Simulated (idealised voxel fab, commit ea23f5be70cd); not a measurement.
This section sets out a process module, namely voxel self aligned vias.
The cross-section on display is named cut; it measures 250 nm wide, and its cells are 5 nm squares.
Throughout this document, each cross-section is represented as a grid of square cells and is presented as a sequence of bands enumerated from the top downward, where a band comprises one or more rows of cells. Band: top and bottom heights (nm) first, top before bottom; then materials from left to right, widths in nm. "throughout" marks a sole material filling the band edge to edge. "empty" denotes empty space. Height 0 is the level under which the wafer as received is all one material. The lowest band goes on downwards, as in "0 and below". Note: "30->40" means the width goes from the first number (top row of the band) to the second number (bottom row) in equal steps per row of cells. When a step is marked "remained the same", none of the cells in the cross-section changed during that step. "Sealed void inventory" contains a list of empty spaces, each no smaller than 8 cells and without an open way to the top, written in the form width x height at distance with the distance from the left edge and all three in nm. On a step's line, text after the settings is the simulator commenting on that step. A step's line can hold "overlay nm"; with a mask on that step, the setting says how far right of the planned place the mask lay, while a negative setting says it lay to the left.
### Process steps (planned)
1) RECEIVE,material Si
2) CONFORMAL_DEP,material SiO2,thk nm 15
3) CONFORMAL_DEP,material SiCN,thk nm 5
4) DIRECTIONAL_DEP,material SiO2,thk nm 25
5) MASKED_ETCH,tone open,mask id LINES,width nm 25,pitch nm 65,etch materials SiO2,depth nm 25,overlay nm 0
6) CONFORMAL_DEP,material TiN,thk nm 5
7) FILL_DEP,material W,thk nm 5
8) CMP,height nm 45
9) SELECTIVE_ETCH,etch materials W Ru TiN,depth nm 10
10) FILL_DEP,material SiN,thk nm 10
11) CMP,height nm 45
12) DIRECTIONAL_DEP,material SiO2,thk nm 20
13) MASKED_ETCH,tone open,mask id VIAS,width nm 25,pitch nm 65,etch materials SiO2,depth nm 20,overlay nm 0
14) MASKED_ETCH,tone open,mask id VIAS,width nm 35,pitch nm 65,etch materials SiN,depth nm 10,overlay nm 0
15) CONFORMAL_DEP,material TiN,thk nm 5
16) FILL_DEP,material W,thk nm 10
17) CMP,height nm 65
18) CONFORMAL_DEP,material SiN,thk nm 5
Where the wafers of this document differ is in the width nm of step 13; they start out the same, and the plan states the value that applied to the first wafer.
### As-received state after step 1, first of several wafers, cross-section
	0 and below = Si throughout
	Sealed void inventory: none
### Gained (+) or lost (-) cells of each material since receipt, then closed voids: one row per wafer, at the end of the module
width nm 25, +50 SiCN, +50 SiN, +510 SiO2, +48 TiN, +42 W, Sealed void inventory: none
width nm 30, +50 SiCN, +50 SiN, +502 SiO2, +50 TiN, +48 W, Sealed void inventory: none
width nm 35, +50 SiCN, +50 SiN, +494 SiO2, +52 TiN, +54 W, Sealed void inventory: none
width nm 40, +50 SiCN, +50 SiN, +486 SiO2, +54 TiN, +60 W, Sealed void inventory: none
width nm 45, +50 SiCN, +50 SiN, +478 SiO2, +56 TiN, +66 W, Sealed void inventory: none
width nm 50, +50 SiCN, +50 SiN, +470 SiO2, +58 TiN, +72 W, Sealed void inventory: none
